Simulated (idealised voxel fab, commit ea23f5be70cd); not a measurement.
The name of this process module is voxel fin reveal.
Shown is cross-section cut, with a width of 245 nm and square cells of size 5 nm.
In what follows, cross-sections appear as grids of square cells, described through bands that run from the top down, where every band is one or more rows of cells.
In this notation a band is specified by the heights of its top and bottom, in that order and in nm, after which its materials appear from left to right, each paired with its width in nm. The word "full width" attached to a single material means that material fills the band from edge to edge; the word "blank" stands for empty space.
Height reference: 0 = level under which incoming wafer is all one material. Lowest band: no bottom, runs on downward, e.g. "0..down".
When a width is written as two numbers, as in "30..40", the first number is the width in the top row of cells of the band and the second is the width in its bottom row, and the width changes by the same amount from each row to the next.
Where a step carries "no alteration", the cross-section came out of it unchanged, cell for cell.
Each empty space that has no open way to the top and spans at least 8 cells appears under "Encapsulated voids" as width x height at distance, the distance counted from the left edge, all in nm.
Anything after a step's settings on that line? It's the simulator's own note about the step.
"overlay nm" denotes, for a step that has a mask, the displacement of the mask to the right of its planned place, with negative values corresponding to the left.
## List of planned process steps
| 1 | RECEIVE,material Si |
| 2 | CONFORMAL_DEP,material SiN,thk nm 10 |
| 3 | DIRECTIONAL_DEP,material aC,thk nm 15 |
| 4 | PATTERN,tone cover,mask id FINS,material resist,width nm 15,pitch nm 45,thk nm 30,overlay nm 0 |
| 5 | DIRECTIONAL_ETCH,etch materials aC,depth nm 15 |
| 6 | STRIP,etch materials resist |
| 7 | DIRECTIONAL_ETCH,etch materials SiN,depth nm 10 |
| 8 | DIRECTIONAL_ETCH,etch materials Si,depth nm 30 |
| 9 | STRIP,etch materials aC |
| 10 | FILL_DEP,material SiO2,thk nm 10 |
| 11 | CMP,height nm 10 |
| 12 | SELECTIVE_ETCH,etch materials SiO2,depth nm 20 |
| 13 | STRIP,etch materials SiN |
| 14 | CONFORMAL_DEP,material SiO2,thk nm 5 |
## Shown in cross-section is the wafer as received, that is, as it stands after step 1
    0..down | Si full width
    Encapsulated voids: none
## End-of-module cross-section of the first of two wafers, processed as planned
    5..0 | blank 85 nm, SiO2 25 nm, blank 20 nm, SiO2 25 nm, blank 90 nm
    0..-5 | blank 85 nm, SiO2 5 nm, Si 15 nm, SiO2 5 nm, blank 20 nm, SiO2 5 nm, Si 15 nm, SiO2 5 nm, blank 90 nm
    -5..-30 | SiO2 90 nm, Si 15 nm, SiO2 30 nm, Si 15 nm, SiO2 95 nm
    -30..down | Si full width
    Encapsulated voids: none
## Second of two wafers, module complete, sectioned: it shares the first wafer's start and plan but was run with one mistake
    5..0 | blank 85 nm, SiO2 25 nm, blank 20 nm, SiO2 25 nm, blank 90 nm
    0..-5 | blank 85 nm, SiO2 5 nm, Si 15 nm, SiO2 5 nm, blank 20 nm, SiO2 5 nm, Si 15 nm, SiO2 5 nm, blank 90 nm
    -5..-20 | SiO2 90 nm, Si 15 nm, SiO2 30 nm, Si 15 nm, SiO2 95 nm
    -20..down | Si full width
    Encapsulated voids: none
Short version of what went wrong: step 8 ran differently from the plan; actual operation with settings: DIRECTIONAL_ETCH,etch materials Si,depth nm 20
Wrapping up, a cell-based count of both wafers puts the second over or under the first for these materials: 86 more of Si, 86 fewer of SiO2
